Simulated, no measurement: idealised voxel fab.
The process module that follows is named voxel transistor to metal.
Square cells of 5 nm make up the cross-section cut, whose width is 215 nm.
Format of a cross-section: grid, square cells. Given as bands. Order: top down. Band: one or more rows of cells. First you get the band's top height and its bottom height, in nm, and then the materials it's made of, left to right, with each width in nm. If you see a single material with "all across", that one covers the band edge to edge. "air" is empty space. The level at which height equals 0 is the one under which the wafer, as it arrives, is entirely one material. No lower edge exists for the bottom band, which continues downward and is notated as in "z 0 and below". When a width is written as two numbers, as in "30..40", the first number is the width in the top row of cells of the band and the second is the width in its bottom row, and the width changes by the same amount from each row to the next. Take "identical to before" at face value: in the step it is given for, the cross-section changed in none of its cells. The list in "Sealed void list" covers empty spaces of 8 cells or more that cannot reach the top through any open way, and it gives each as width x height at distance; the distance is from the left edge, and width, height and distance are in nm. Heads up: the bit after the settings on a step's line is the simulator's remark on that step. The setting "overlay nm" may be written on the line of a step. When the step uses a mask, the value reports how far to the right of the planned place the mask lay, and a negative value reports that it lay to the left.
Listed below are the process steps as planned
1: RECEIVE: material Si
2: OXIDIZE: depth nm 5
3: CONFORMAL_DEP: material SiN, thk nm 15
4: PATTERN: tone cover, mask id ACTIVE, material resist, width nm 100, thk nm 20, overlay nm 0
5: DIRECTIONAL_ETCH: etch materials SiN, depth nm 15
6: DIRECTIONAL_ETCH: etch materials SiO2, depth nm 5
7: DIRECTIONAL_ETCH: etch materials Si, depth nm 20
8: STRIP: etch materials resist
9: FILL_DEP: material SiO2, thk nm 15
10: CMP: height nm 15
11: SELECTIVE_ETCH: etch materials SiO2, depth nm 10
12: STRIP: etch materials SiN
13: SELECTIVE_ETCH: etch materials SiO2, depth nm 5
14: OXIDIZE: depth nm 5
15: DIRECTIONAL_DEP: material polySi, thk nm 20
16: DIRECTIONAL_DEP: material SiCN, thk nm 10
17: PATTERN: tone cover, mask id GATE, material resist, width nm 20, thk nm 15, overlay nm 0
18: DIRECTIONAL_ETCH: etch materials SiCN, depth nm 20
19: DIRECTIONAL_ETCH: etch materials polySi, depth nm 30
20: STRIP: etch materials resist
21: CONFORMAL_DEP: material SiN, thk nm 5
22: DIRECTIONAL_ETCH: etch materials SiN, depth nm 5
23: DIRECTIONAL_ETCH: etch materials SiO2, depth nm 5
24: DIRECTIONAL_ETCH: etch materials Si, depth nm 5
25: EPI: material SiGe, thk nm 5
26: FILL_DEP: material SiO2, thk nm 10
27: CMP: height nm 25
28: DIRECTIONAL_DEP: material SiO2, thk nm 15
29: PATTERN: tone open, mask id CONTACT, material resist, width nm 30, pitch nm 60, thk nm 20, overlay nm 0
30: DIRECTIONAL_ETCH: etch materials SiO2, depth nm 50
31: STRIP: etch materials resist
32: CONFORMAL_DEP: material TiN, thk nm 5
33: FILL_DEP: material W, thk nm 5
34: CMP: height nm 40
35: DIRECTIONAL_DEP: material TiN, thk nm 5
36: DIRECTIONAL_DEP: material Ru, thk nm 20
37: PATTERN: tone cover, mask id METAL_1, material resist, width nm 15, pitch nm 75, thk nm 15, overlay nm 0
38: DIRECTIONAL_ETCH: etch materials Ru, depth nm 20
39: DIRECTIONAL_ETCH: etch materials TiN, depth nm 5
40: STRIP: etch materials resist
41: FILL_DEP: material lowk, thk nm 10
42: CMP: height nm 65
43: CONFORMAL_DEP: material SiN, thk nm 5
Incoming wafer, cross-sectional view, post step 1
  z 0 and below | Si all across
  Sealed void list: none
Cross-sectional view of the first of the two wafers upon completion of the module, processed in accordance with the plan
  z 70 to 65 | SiN all across
  z 65 to 45 | lowk: 60, then Ru: 15, then lowk: 60, then Ru: 15, then lowk: 65
  z 45 to 40 | lowk: 60, then TiN: 15, then lowk: 60, then TiN: 15, then lowk: 65
  z 40 to 25 | SiO2: 60, then TiN: 5, then W: 20, then TiN: 5, then SiO2: 30, then TiN: 5, then W: 20, then TiN: 5, then SiO2: 65
  z 25 to 15 | SiO2: 60, then TiN: 5, then W: 20, then TiN: 5, then SiN: 5, then SiCN: 20, then SiN: 5, then TiN: 5, then W: 20, then TiN: 5, then SiO2: 65
  z 15 to 0 | SiO2: 60, then TiN: 5, then W: 20, then TiN: 5, then SiN: 5, then polySi: 20, then SiN: 5, then TiN: 5, then W: 20, then TiN: 5, then SiO2: 65
  z 0 to -5 | SiO2: 50, then SiN: 5, then SiO2: 5, then TiN: 5, then W: 15, then TiN: 10, then SiN: 5, then polySi: 20, then SiN: 5, then TiN: 10, then W: 15, then TiN: 5, then SiO2: 5, then SiN: 5, then SiO2: 55
  z -5 to -10 | SiO2: 60, then TiN: 25, then SiGe: 5, then SiO2: 30, then SiGe: 5, then TiN: 25, then SiO2: 65
  z -10 to -15 | SiO2: 55, then SiGe: 35, then Si: 30, then SiGe: 35, then SiO2: 60
  z -15 to -25 | SiO2: 55, then Si: 100, then SiO2: 60
  z -25 and below | Si all across
  Sealed void list: none
Cross-sectional view of the second of two wafers upon completion of the module. This wafer shared its starting condition and process plan with the first; one error was made during its execution
  z 70 to 65 | SiN all across
  z 65 to 45 | lowk: 60, then Ru: 15, then lowk: 60, then Ru: 15, then lowk: 65
  z 45 to 40 | lowk: 60, then TiN: 15, then lowk: 60, then TiN: 15, then lowk: 65
  z 40 to 25 | SiO2: 60, then TiN: 5, then W: 20, then TiN: 5, then SiO2: 30, then TiN: 5, then W: 20, then TiN: 5, then SiO2: 65
  z 25 to 20 | SiO2: 60, then TiN: 5, then W: 20, then TiN: 5, then SiN: 5, then polySi: 20, then SiN: 5, then TiN: 5, then W: 20, then TiN: 5, then SiO2: 65
  z 20 to 15 | SiO2: 60, then TiN: 30, then SiN: 5, then polySi: 20, then SiN: 5, then TiN: 30, then SiO2: 65
  z 15 to 0 | SiO2: 55, then SiN: 100, then SiO2: 60
  z 0 to -5 | SiO2 all across
  z -5 to -25 | SiO2: 55, then Si: 100, then SiO2: 60
  z -25 and below | Si all across
  Sealed void list: none
Where did the run depart from the plan? plan step 10 skipped
FYI, end of process, the second wafer has more or fewer cells of some materials than the first: Si: 34 more; SiCN: 8 fewer; SiGe: 16 fewer; SiN: 50 more; SiO2: 6 more; TiN: 20 fewer; W: 38 fewer; polySi: 8 fewer
